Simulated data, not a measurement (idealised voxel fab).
process module | voxel double patterning
cross-section cut | 285 nm wide | cells 5 nm
A cross-section is a grid of square cells, given in bands from the top down. A band is one or more rows of cells.
Each band's line starts with the height of the band's top and of its bottom, in nm. Then come its materials from left to right, each with its width in nm. One material with "throughout" fills the band from edge to edge. "air" is empty space.
Height 0 is the level under which the wafer as received is all one material. The lowest band goes on downwards, as in "0 down".
A width such as "30 to 40" changes by the same amount from each row of cells to the next, from the band's top row to its bottom row.
"no change" after a step means that no cell of the cross-section changed.
closed voids: empty space of 8 cells or more with no open way to the top, each as width x height at its distance from the left edge, in nm
after a step's settings: what the simulator itself notes on the step
overlay nm, on a step with a mask: how far to the right of its planned place the mask lay; to the left if negative
plan
1 op RECEIVE | material Si
2 op CONFORMAL_DEP | material SiO2 | thk nm 5
3 op DIRECTIONAL_DEP | material polySi | thk nm 20
4 op DIRECTIONAL_DEP | material SiCN | thk nm 5
5 op MASKED_ETCH | tone open | mask id FIRST | width nm 15 | pitch nm 50 | etch materials SiCN | depth nm 5 | overlay nm 0
6 op MASKED_ETCH | tone open | mask id SECOND | width nm 15 | etch materials SiCN | depth nm 5 | overlay nm 0
7 op DIRECTIONAL_ETCH | etch materials polySi | depth nm 20
8 op STRIP | etch materials SiCN
first wafer, as planned
as received, after step 1
  0 down: Si throughout
  closed voids: none
after step 2
  5 to 0: SiO2 throughout
  below 0: unchanged
after step 3
  25 to 5: polySi throughout
  below 5: unchanged
after step 4
  30 to 25: SiCN throughout
  below 25: unchanged
after step 5
  30 to 25: SiCN 110 | air 15 | SiCN 35 | air 15 | SiCN 110
  below 25: unchanged
after step 6
  30 to 25: SiCN 110 | air 15 | SiCN 10 | air 15 | SiCN 10 | air 15 | SiCN 110
  below 25: unchanged
after step 7
  30 to 25: SiCN 110 | air 15 | SiCN 10 | air 15 | SiCN 10 | air 15 | SiCN 110
  25 to 5: polySi 110 | air 15 | polySi 10 | air 15 | polySi 10 | air 15 | polySi 110
  below 5: unchanged
after step 8
  25 to 5: polySi 110 | air 15 | polySi 10 | air 15 | polySi 10 | air 15 | polySi 110
  below 5: unchanged
second wafer: like start, like plan, one mistake. Through step 7 it matches the first wafer
when step 8 should have ended: no change
what went wrong: step 8 was left out
at the end the second wafer has, in cells: 48 more of SiCN
